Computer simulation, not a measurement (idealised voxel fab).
Herein follows the process module entitled voxel transistor to metal.
It is cross-section cut that appears here, measuring 210 nm in width, its square cells being 5 nm in size.
In what follows, cross-sections appear as grids of square cells, described through bands that run from the top down, where every band is one or more rows of cells.
The entry gives the band's vertical extent as a top height and a bottom height in nm, then its horizontal make-up as materials from left to right, each with a width in nm. "blank" stands for empty space; a single material marked "full width" fills the band edge to edge.
Measure heights from 0. That's the level where, below it, the as-received wafer is all one material. The lowest band is bottomless and extends downward; write it as in "0 and below".
Top row gets the first number, bottom row gets the second, and each row in between changes by the same step: that is how a band width like "30 to 40" works.
It should be understood that the words "left unchanged", when stated for a given step, signify that the cross-section underwent no change in any of its cells during that step.
"Sealed void inventory" means: voids of 8 cells or more that are shut off from the top with no open way through. Written width x height at distance, distance from the left edge, in nm.
Heads up: the bit after the settings on a step's line is the simulator's remark on that step.
You can add "overlay nm" to a step's line. For a step with a mask, it describes how far the mask lay to the right of its planned position, and a negative number describes a lay to the left.
Each pair of cross-sections that follows straddles one process step: the one shows the state before the step, the other the state after it, down to the lowest band that changed and no further. The step in question, and its settings, are given under the pair. Note that a pair is not necessarily a continuation of the pair above it, since pairs can come from different runs of this module on the same starting wafer; it is a continuation only where its entry headed "Pre-step snapshot" says so.

## Pre-step snapshot
* 90 down to 70: resist 55, blank 20, resist 55, blank 20, resist 60
* 70 down to 55: lowk 55, blank 20, lowk 55, blank 20, lowk 60
* 55 down to 50: SiCN 55, blank 20, SiCN 55, blank 20, SiCN 60
* 50 down to 40: SiO2 55, TiN 5, Ru 10, TiN 5, SiO2 55, TiN 5, Ru 10, TiN 5, SiO2 60
* 40 down to 35: SiO2 55, TiN 5, Ru 10, TiN 5, SiO2 5, SiN 10, SiCN 25, SiN 10, SiO2 5, TiN 5, Ru 10, TiN 5, SiO2 60
* 35 down to 10: SiO2 55, TiN 5, Ru 10, TiN 5, SiO2 5, SiN 10, polySi 25, SiN 10, SiO2 5, TiN 5, Ru 10, TiN 5, SiO2 60
* 10 down to 5: SiO2 55, TiN 20, SiO2 5, SiN 10, polySi 25, SiN 10, SiO2 5, TiN 20, SiO2 60
* 5 down to 0: SiO2 40, SiN 10, nSi 30, SiO2 45, nSi 30, SiN 10, SiO2 45
* 0 down to -5: nSi 40, SiO2 15, Si 95, SiO2 15, nSi 45
* -5 and below: Si full width
* Sealed void inventory: none

## Post-Step Section View
* 70 down to 55: lowk 55, blank 20, lowk 55, blank 20, lowk 60
* Below 55, the layers are the same as they were.
* Sealed void inventory: none
Which process step falls between the two cross-sections above? STRIP, etch materials resist

Pre-step snapshot: The initial state for this step is given by the after cross-section of the immediately preceding pair.

## Post-Step Section View
* 75 down to 70: TiN 60, blank 10, TiN 65, blank 10, TiN 65
* 70 down to 55: lowk 55, TiN 5, blank 10, TiN 5, lowk 55, TiN 5, blank 10, TiN 5, lowk 60
* 55 down to 50: SiCN 55, TiN 20, SiCN 55, TiN 20, SiCN 60
* Below 50, the layers are the same as they were.
* Sealed void inventory: none
Which process step falls between the two cross-sections above? CONFORMAL_DEP, material TiN, thk nm 5

Pre-step snapshot: The initial state for this step is given by the after cross-section of the immediately preceding pair.

## Post-Step Section View
* 80 down to 75: W full width
* 75 down to 70: TiN 60, W 10, TiN 65, W 10, TiN 65
* 70 down to 55: lowk 55, TiN 5, W 10, TiN 5, lowk 55, TiN 5, W 10, TiN 5, lowk 60
* Below 55, the layers are the same as they were.
* Sealed void inventory: none
Which process step falls between the two cross-sections above? FILL_DEP, material W, thk nm 5

Pre-step snapshot: The initial state for this step is given by the after cross-section of the immediately preceding pair.

## Post-Step Section View
* 70 down to 55: lowk 55, TiN 5, W 10, TiN 5, lowk 55, TiN 5, W 10, TiN 5, lowk 60
* Below 55, the layers are the same as they were.
* Sealed void inventory: none
Which process step falls between the two cross-sections above? CMP, height nm 70

Pre-step snapshot: The initial state for this step is given by the after cross-section of the immediately preceding pair.

## Post-Step Section View
* 75 down to 70: SiN full width
* Below 70, the layers are the same as they were.
* Sealed void inventory: none
Which process step falls between the two cross-sections above? CONFORMAL_DEP, material SiN, thk nm 5
